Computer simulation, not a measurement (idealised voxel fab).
A process module follows: voxel gate over fins.
In the cross-section labelled cut, the width is 240 nm and each square cell is 5 nm.
Just so we're on the same page, the cross-sections are grids of square cells, and they're listed out in bands top to bottom, each band one or more rows deep. Per band: top height and bottom height in nm, followed by the left-to-right materials and their widths in nm; "everywhere" marks a single material spanning edge to edge, "blank" marks empty space. Heights are expressed relative to 0, this being the level below which the as-received wafer comprises one material exclusively. The lowest band is unbounded in the downward direction and is denoted as in "0 nm and below". A two-number width, for instance "30 to 40", indicates that the width is equal to the first number in the top row of the band and to the second number in the bottom row, and that it changes by a constant amount per row of cells. A step reported as "nothing changed" is a step in which no cell of the cross-section changed. This entry, "Sealed-off cavities", enumerates those empty regions of no fewer than 8 cells that possess no open connection to the top. Each region is reported in the form width x height at distance, the distance being taken from the left edge, with all three quantities expressed in nm. Text after the settings on a step's line: the simulator's own remark on that step. For masked steps, "overlay nm" on the step line gives how far right of plan the mask actually lay; a minus sign means it lay to the left.
Process steps foreseen in the plan
| 1 | RECEIVE (material Si) |
| 2 | CONFORMAL_DEP (material SiN; thk nm 5) |
| 3 | PATTERN (tone cover; mask id FINS; material resist; width nm 15; pitch nm 60; thk nm 20; overlay nm 0) |
| 4 | DIRECTIONAL_ETCH (etch materials SiN; depth nm 5) |
| 5 | DIRECTIONAL_ETCH (etch materials Si; depth nm 40) |
| 6 | STRIP (etch materials resist) |
| 7 | FILL_DEP (material SiO2; thk nm 10) |
| 8 | CMP (height nm 5) |
| 9 | MASKED_ETCH (tone open; mask id RAIL; width nm 15; etch materials SiO2; depth nm 40; overlay nm 0) |
| 10 | CONFORMAL_DEP (material TiN; thk nm 5) |
| 11 | FILL_DEP (material W; thk nm 10) |
| 12 | CMP (height nm 5) |
| 13 | SELECTIVE_ETCH (etch materials W Ru TiN; depth nm 30) |
| 14 | FILL_DEP (material SiO2; thk nm 5) |
| 15 | CMP (height nm 5) |
| 16 | SELECTIVE_ETCH (etch materials SiO2; depth nm 20) |
| 17 | STRIP (etch materials SiN) |
| 18 | CONFORMAL_DEP (material HfO2; thk nm 5) |
| 19 | CONFORMAL_DEP (material TiN; thk nm 5) |
| 20 | FILL_DEP (material W; thk nm 10) |
| 21 | CMP (height nm 15) |
| 22 | CONFORMAL_DEP (material SiN; thk nm 10) |
The first of two wafers, run as planned
As-received state of the wafer in cross-section, equivalent to post-step 1
0 nm and below: Si everywhere
Sealed-off cavities: none
So this is the wafer cross-section right after step 2
5 nm to 0 nm: SiN everywhere
Below 0, the layers are the same as they were.
So this is the wafer cross-section right after step 3
25 nm to 5 nm: 20 blank; 15 resist; 45 blank; 15 resist; 45 blank; 15 resist; 45 blank; 15 resist; 25 blank
Below 5, the layers are the same as they were.
So this is the wafer cross-section right after step 4
25 nm to 5 nm: 20 blank; 15 resist; 45 blank; 15 resist; 45 blank; 15 resist; 45 blank; 15 resist; 25 blank
5 nm to 0 nm: 20 blank; 15 SiN; 45 blank; 15 SiN; 45 blank; 15 SiN; 45 blank; 15 SiN; 25 blank
Below 0, the layers are the same as they were.
So this is the wafer cross-section right after step 5
25 nm to 5 nm: 20 blank; 15 resist; 45 blank; 15 resist; 45 blank; 15 resist; 45 blank; 15 resist; 25 blank
5 nm to 0 nm: 20 blank; 15 SiN; 45 blank; 15 SiN; 45 blank; 15 SiN; 45 blank; 15 SiN; 25 blank
0 nm to -40 nm: 20 blank; 15 Si; 45 blank; 15 Si; 45 blank; 15 Si; 45 blank; 15 Si; 25 blank
Below -40, the layers are the same as they were.
So this is the wafer cross-section right after step 6
5 nm to 0 nm: 20 blank; 15 SiN; 45 blank; 15 SiN; 45 blank; 15 SiN; 45 blank; 15 SiN; 25 blank
Below 0, the layers are the same as they were.
So this is the wafer cross-section right after step 7
15 nm to 5 nm: SiO2 everywhere
5 nm to 0 nm: 20 SiO2; 15 SiN; 45 SiO2; 15 SiN; 45 SiO2; 15 SiN; 45 SiO2; 15 SiN; 25 SiO2
0 nm to -40 nm: 20 SiO2; 15 Si; 45 SiO2; 15 Si; 45 SiO2; 15 Si; 45 SiO2; 15 Si; 25 SiO2
Below -40, the layers are the same as they were.
So this is the wafer cross-section right after step 8
5 nm to 0 nm: 20 SiO2; 15 SiN; 45 SiO2; 15 SiN; 45 SiO2; 15 SiN; 45 SiO2; 15 SiN; 25 SiO2
Below 0, the layers are the same as they were.
So this is the wafer cross-section right after step 9
5 nm to 0 nm: 20 SiO2; 15 SiN; 15 SiO2; 15 blank; 15 SiO2; 15 SiN; 45 SiO2; 15 SiN; 45 SiO2; 15 SiN; 25 SiO2
0 nm to -35 nm: 20 SiO2; 15 Si; 15 SiO2; 15 blank; 15 SiO2; 15 Si; 45 SiO2; 15 Si; 45 SiO2; 15 Si; 25 SiO2
Below -35, the layers are the same as they were.
So this is the wafer cross-section right after step 10
10 nm to 5 nm: 55 TiN; 5 blank; 180 TiN
5 nm to 0 nm: 20 SiO2; 15 SiN; 15 SiO2; 5 TiN; 5 blank; 5 TiN; 15 SiO2; 15 SiN; 45 SiO2; 15 SiN; 45 SiO2; 15 SiN; 25 SiO2
0 nm to -30 nm: 20 SiO2; 15 Si; 15 SiO2; 5 TiN; 5 blank; 5 TiN; 15 SiO2; 15 Si; 45 SiO2; 15 Si; 45 SiO2; 15 Si; 25 SiO2
-30 nm to -35 nm: 20 SiO2; 15 Si; 15 SiO2; 15 TiN; 15 SiO2; 15 Si; 45 SiO2; 15 Si; 45 SiO2; 15 Si; 25 SiO2
Below -35, the layers are the same as they were.
So this is the wafer cross-section right after step 11
20 nm to 10 nm: W everywhere
10 nm to 5 nm: 55 TiN; 5 W; 180 TiN
5 nm to 0 nm: 20 SiO2; 15 SiN; 15 SiO2; 5 TiN; 5 W; 5 TiN; 15 SiO2; 15 SiN; 45 SiO2; 15 SiN; 45 SiO2; 15 SiN; 25 SiO2
0 nm to -30 nm: 20 SiO2; 15 Si; 15 SiO2; 5 TiN; 5 W; 5 TiN; 15 SiO2; 15 Si; 45 SiO2; 15 Si; 45 SiO2; 15 Si; 25 SiO2
Below -30, the layers are the same as they were.
So this is the wafer cross-section right after step 12
5 nm to 0 nm: 20 SiO2; 15 SiN; 15 SiO2; 5 TiN; 5 W; 5 TiN; 15 SiO2; 15 SiN; 45 SiO2; 15 SiN; 45 SiO2; 15 SiN; 25 SiO2
Below 0, the layers are the same as they were.
So this is the wafer cross-section right after step 13
5 nm to 0 nm: 20 SiO2; 15 SiN; 15 SiO2; 15 blank; 15 SiO2; 15 SiN; 45 SiO2; 15 SiN; 45 SiO2; 15 SiN; 25 SiO2
0 nm to -25 nm: 20 SiO2; 15 Si; 15 SiO2; 15 blank; 15 SiO2; 15 Si; 45 SiO2; 15 Si; 45 SiO2; 15 Si; 25 SiO2
Below -25, the layers are the same as they were.
So this is the wafer cross-section right after step 14
10 nm to 5 nm: SiO2 everywhere
5 nm to 0 nm: 20 SiO2; 15 SiN; 45 SiO2; 15 SiN; 45 SiO2; 15 SiN; 45 SiO2; 15 SiN; 25 SiO2
0 nm to -25 nm: 20 SiO2; 15 Si; 45 SiO2; 15 Si; 45 SiO2; 15 Si; 45 SiO2; 15 Si; 25 SiO2
Below -25, the layers are the same as they were.
So this is the wafer cross-section right after step 15
5 nm to 0 nm: 20 SiO2; 15 SiN; 45 SiO2; 15 SiN; 45 SiO2; 15 SiN; 45 SiO2; 15 SiN; 25 SiO2
Below 0, the layers are the same as they were.
So this is the wafer cross-section right after step 16
5 nm to 0 nm: 20 blank; 15 SiN; 45 blank; 15 SiN; 45 blank; 15 SiN; 45 blank; 15 SiN; 25 blank
0 nm to -15 nm: 20 blank; 15 Si; 45 blank; 15 Si; 45 blank; 15 Si; 45 blank; 15 Si; 25 blank
Below -15, the layers are the same as they were.
So this is the wafer cross-section right after step 17
0 nm to -15 nm: 20 blank; 15 Si; 45 blank; 15 Si; 45 blank; 15 Si; 45 blank; 15 Si; 25 blank
Below -15, the layers are the same as they were.
So this is the wafer cross-section right after step 18
5 nm to 0 nm: 15 blank; 25 HfO2; 35 blank; 25 HfO2; 35 blank; 25 HfO2; 35 blank; 25 HfO2; 20 blank
0 nm to -10 nm: 15 blank; 5 HfO2; 15 Si; 5 HfO2; 35 blank; 5 HfO2; 15 Si; 5 HfO2; 35 blank; 5 HfO2; 15 Si; 5 HfO2; 35 blank; 5 HfO2; 15 Si; 5 HfO2; 20 blank
-10 nm to -15 nm: 20 HfO2; 15 Si; 45 HfO2; 15 Si; 45 HfO2; 15 Si; 45 HfO2; 15 Si; 25 HfO2
Below -15, the layers are the same as they were.
So this is the wafer cross-section right after step 19
10 nm to 5 nm: 10 blank; 35 TiN; 25 blank; 35 TiN; 25 blank; 35 TiN; 25 blank; 35 TiN; 15 blank
5 nm to 0 nm: 10 blank; 5 TiN; 25 HfO2; 5 TiN; 25 blank; 5 TiN; 25 HfO2; 5 TiN; 25 blank; 5 TiN; 25 HfO2; 5 TiN; 25 blank; 5 TiN; 25 HfO2; 5 TiN; 15 blank
0 nm to -5 nm: 10 blank; 5 TiN; 5 HfO2; 15 Si; 5 HfO2; 5 TiN; 25 blank; 5 TiN; 5 HfO2; 15 Si; 5 HfO2; 5 TiN; 25 blank; 5 TiN; 5 HfO2; 15 Si; 5 HfO2; 5 TiN; 25 blank; 5 TiN; 5 HfO2; 15 Si; 5 HfO2; 5 TiN; 15 blank
-5 nm to -10 nm: 15 TiN; 5 HfO2; 15 Si; 5 HfO2; 35 TiN; 5 HfO2; 15 Si; 5 HfO2; 35 TiN; 5 HfO2; 15 Si; 5 HfO2; 35 TiN; 5 HfO2; 15 Si; 5 HfO2; 20 TiN
Below -10, the layers are the same as they were.
So this is the wafer cross-section right after step 20
20 nm to 10 nm: W everywhere
10 nm to 5 nm: 10 W; 35 TiN; 25 W; 35 TiN; 25 W; 35 TiN; 25 W; 35 TiN; 15 W
5 nm to 0 nm: 10 W; 5 TiN; 25 HfO2; 5 TiN; 25 W; 5 TiN; 25 HfO2; 5 TiN; 25 W; 5 TiN; 25 HfO2; 5 TiN; 25 W; 5 TiN; 25 HfO2; 5 TiN; 15 W
0 nm to -5 nm: 10 W; 5 TiN; 5 HfO2; 15 Si; 5 HfO2; 5 TiN; 25 W; 5 TiN; 5 HfO2; 15 Si; 5 HfO2; 5 TiN; 25 W; 5 TiN; 5 HfO2; 15 Si; 5 HfO2; 5 TiN; 25 W; 5 TiN; 5 HfO2; 15 Si; 5 HfO2; 5 TiN; 15 W
Below -5, the layers are the same as they were.
So this is the wafer cross-section right after step 21
15 nm to 10 nm: W everywhere
Below 10, the layers are the same as they were.
So this is the wafer cross-section right after step 22
25 nm to 15 nm: SiN everywhere
Below 15, the layers are the same as they were.
The Second Wafer: Common Origin and Plan, One Mistake in Execution, Identical to the First Through Step 2
The second wafer in cross-section, at the planned close of step 3
25 nm to 5 nm: 25 blank; 15 resist; 45 blank; 15 resist; 45 blank; 15 resist; 45 blank; 15 resist; 20 blank
Below 5, the layers are the same as they were.
The second wafer in cross-section, at the planned close of step 4
25 nm to 5 nm: 25 blank; 15 resist; 45 blank; 15 resist; 45 blank; 15 resist; 45 blank; 15 resist; 20 blank
5 nm to 0 nm: 25 blank; 15 SiN; 45 blank; 15 SiN; 45 blank; 15 SiN; 45 blank; 15 SiN; 20 blank
Below 0, the layers are the same as they were.
The second wafer in cross-section, at the planned close of step 5
25 nm to 5 nm: 25 blank; 15 resist; 45 blank; 15 resist; 45 blank; 15 resist; 45 blank; 15 resist; 20 blank
5 nm to 0 nm: 25 blank; 15 SiN; 45 blank; 15 SiN; 45 blank; 15 SiN; 45 blank; 15 SiN; 20 blank
0 nm to -40 nm: 25 blank; 15 Si; 45 blank; 15 Si; 45 blank; 15 Si; 45 blank; 15 Si; 20 blank
Below -40, the layers are the same as they were.
The second wafer in cross-section, at the planned close of step 6
5 nm to 0 nm: 25 blank; 15 SiN; 45 blank; 15 SiN; 45 blank; 15 SiN; 45 blank; 15 SiN; 20 blank
Below 0, the layers are the same as they were.
The second wafer in cross-section, at the planned close of step 7
15 nm to 5 nm: SiO2 everywhere
5 nm to 0 nm: 25 SiO2; 15 SiN; 45 SiO2; 15 SiN; 45 SiO2; 15 SiN; 45 SiO2; 15 SiN; 20 SiO2
0 nm to -40 nm: 25 SiO2; 15 Si; 45 SiO2; 15 Si; 45 SiO2; 15 Si; 45 SiO2; 15 Si; 20 SiO2
Below -40, the layers are the same as they were.
The second wafer in cross-section, at the planned close of step 8
5 nm to 0 nm: 25 SiO2; 15 SiN; 45 SiO2; 15 SiN; 45 SiO2; 15 SiN; 45 SiO2; 15 SiN; 20 SiO2
Below 0, the layers are the same as they were.
The second wafer in cross-section, at the planned close of step 9
5 nm to 0 nm: 25 SiO2; 15 SiN; 10 SiO2; 15 blank; 20 SiO2; 15 SiN; 45 SiO2; 15 SiN; 45 SiO2; 15 SiN; 20 SiO2
0 nm to -35 nm: 25 SiO2; 15 Si; 10 SiO2; 15 blank; 20 SiO2; 15 Si; 45 SiO2; 15 Si; 45 SiO2; 15 Si; 20 SiO2
Below -35, the layers are the same as they were.
The second wafer in cross-section, at the planned close of step 10
10 nm to 5 nm: 55 TiN; 5 blank; 180 TiN
5 nm to 0 nm: 25 SiO2; 15 SiN; 10 SiO2; 5 TiN; 5 blank; 5 TiN; 20 SiO2; 15 SiN; 45 SiO2; 15 SiN; 45 SiO2; 15 SiN; 20 SiO2
0 nm to -30 nm: 25 SiO2; 15 Si; 10 SiO2; 5 TiN; 5 blank; 5 TiN; 20 SiO2; 15 Si; 45 SiO2; 15 Si; 45 SiO2; 15 Si; 20 SiO2
-30 nm to -35 nm: 25 SiO2; 15 Si; 10 SiO2; 15 TiN; 20 SiO2; 15 Si; 45 SiO2; 15 Si; 45 SiO2; 15 Si; 20 SiO2
Below -35, the layers are the same as they were.
The second wafer in cross-section, at the planned close of step 11
20 nm to 10 nm: W everywhere
10 nm to 5 nm: 55 TiN; 5 W; 180 TiN
5 nm to 0 nm: 25 SiO2; 15 SiN; 10 SiO2; 5 TiN; 5 W; 5 TiN; 20 SiO2; 15 SiN; 45 SiO2; 15 SiN; 45 SiO2; 15 SiN; 20 SiO2
0 nm to -30 nm: 25 SiO2; 15 Si; 10 SiO2; 5 TiN; 5 W; 5 TiN; 20 SiO2; 15 Si; 45 SiO2; 15 Si; 45 SiO2; 15 Si; 20 SiO2
Below -30, the layers are the same as they were.
The second wafer in cross-section, at the planned close of step 12
5 nm to 0 nm: 25 SiO2; 15 SiN; 10 SiO2; 5 TiN; 5 W; 5 TiN; 20 SiO2; 15 SiN; 45 SiO2; 15 SiN; 45 SiO2; 15 SiN; 20 SiO2
Below 0, the layers are the same as they were.
The second wafer in cross-section, at the planned close of step 13
5 nm to 0 nm: 25 SiO2; 15 SiN; 10 SiO2; 15 blank; 20 SiO2; 15 SiN; 45 SiO2; 15 SiN; 45 SiO2; 15 SiN; 20 SiO2
0 nm to -25 nm: 25 SiO2; 15 Si; 10 SiO2; 15 blank; 20 SiO2; 15 Si; 45 SiO2; 15 Si; 45 SiO2; 15 Si; 20 SiO2
Below -25, the layers are the same as they were.
The second wafer in cross-section, at the planned close of step 14
10 nm to 5 nm: SiO2 everywhere
5 nm to 0 nm: 25 SiO2; 15 SiN; 45 SiO2; 15 SiN; 45 SiO2; 15 SiN; 45 SiO2; 15 SiN; 20 SiO2
0 nm to -25 nm: 25 SiO2; 15 Si; 45 SiO2; 15 Si; 45 SiO2; 15 Si; 45 SiO2; 15 Si; 20 SiO2
Below -25, the layers are the same as they were.
The second wafer in cross-section, at the planned close of step 15
5 nm to 0 nm: 25 SiO2; 15 SiN; 45 SiO2; 15 SiN; 45 SiO2; 15 SiN; 45 SiO2; 15 SiN; 20 SiO2
Below 0, the layers are the same as they were.
The second wafer in cross-section, at the planned close of step 16
5 nm to 0 nm: 25 blank; 15 SiN; 45 blank; 15 SiN; 45 blank; 15 SiN; 45 blank; 15 SiN; 20 blank
0 nm to -15 nm: 25 blank; 15 Si; 45 blank; 15 Si; 45 blank; 15 Si; 45 blank; 15 Si; 20 blank
Below -15, the layers are the same as they were.
The second wafer in cross-section, at the planned close of step 17
0 nm to -15 nm: 25 blank; 15 Si; 45 blank; 15 Si; 45 blank; 15 Si; 45 blank; 15 Si; 20 blank
Below -15, the layers are the same as they were.
The second wafer in cross-section, at the planned close of step 18
5 nm to 0 nm: 20 blank; 25 HfO2; 35 blank; 25 HfO2; 35 blank; 25 HfO2; 35 blank; 25 HfO2; 15 blank
0 nm to -10 nm: 20 blank; 5 HfO2; 15 Si; 5 HfO2; 35 blank; 5 HfO2; 15 Si; 5 HfO2; 35 blank; 5 HfO2; 15 Si; 5 HfO2; 35 blank; 5 HfO2; 15 Si; 5 HfO2; 15 blank
-10 nm to -15 nm: 25 HfO2; 15 Si; 45 HfO2; 15 Si; 45 HfO2; 15 Si; 45 HfO2; 15 Si; 20 HfO2
Below -15, the layers are the same as they were.
The second wafer in cross-section, at the planned close of step 19
10 nm to 5 nm: 15 blank; 35 TiN; 25 blank; 35 TiN; 25 blank; 35 TiN; 25 blank; 35 TiN; 10 blank
5 nm to 0 nm: 15 blank; 5 TiN; 25 HfO2; 5 TiN; 25 blank; 5 TiN; 25 HfO2; 5 TiN; 25 blank; 5 TiN; 25 HfO2; 5 TiN; 25 blank; 5 TiN; 25 HfO2; 5 TiN; 10 blank
0 nm to -5 nm: 15 blank; 5 TiN; 5 HfO2; 15 Si; 5 HfO2; 5 TiN; 25 blank; 5 TiN; 5 HfO2; 15 Si; 5 HfO2; 5 TiN; 25 blank; 5 TiN; 5 HfO2; 15 Si; 5 HfO2; 5 TiN; 25 blank; 5 TiN; 5 HfO2; 15 Si; 5 HfO2; 5 TiN; 10 blank
-5 nm to -10 nm: 20 TiN; 5 HfO2; 15 Si; 5 HfO2; 35 TiN; 5 HfO2; 15 Si; 5 HfO2; 35 TiN; 5 HfO2; 15 Si; 5 HfO2; 35 TiN; 5 HfO2; 15 Si; 5 HfO2; 15 TiN
Below -10, the layers are the same as they were.
The second wafer in cross-section, at the planned close of step 20
20 nm to 10 nm: W everywhere
10 nm to 5 nm: 15 W; 35 TiN; 25 W; 35 TiN; 25 W; 35 TiN; 25 W; 35 TiN; 10 W
5 nm to 0 nm: 15 W; 5 TiN; 25 HfO2; 5 TiN; 25 W; 5 TiN; 25 HfO2; 5 TiN; 25 W; 5 TiN; 25 HfO2; 5 TiN; 25 W; 5 TiN; 25 HfO2; 5 TiN; 10 W
0 nm to -5 nm: 15 W; 5 TiN; 5 HfO2; 15 Si; 5 HfO2; 5 TiN; 25 W; 5 TiN; 5 HfO2; 15 Si; 5 HfO2; 5 TiN; 25 W; 5 TiN; 5 HfO2; 15 Si; 5 HfO2; 5 TiN; 25 W; 5 TiN; 5 HfO2; 15 Si; 5 HfO2; 5 TiN; 10 W
Below -5, the layers are the same as they were.
The second wafer in cross-section, at the planned close of step 21
15 nm to 10 nm: W everywhere
Below 10, the layers are the same as they were.
The second wafer in cross-section, at the planned close of step 22
25 nm to 15 nm: SiN everywhere
Below 15, the layers are the same as they were.
The plan and the run diverged here: off-plan run, step 3, actual operation and settings PATTERN (tone cover; mask id FINS; material resist; width nm 15; pitch nm 60; thk nm 20; overlay nm 5)
Heads up: at the end the two wafers have identical cell counts per material, they're just laid out differently.
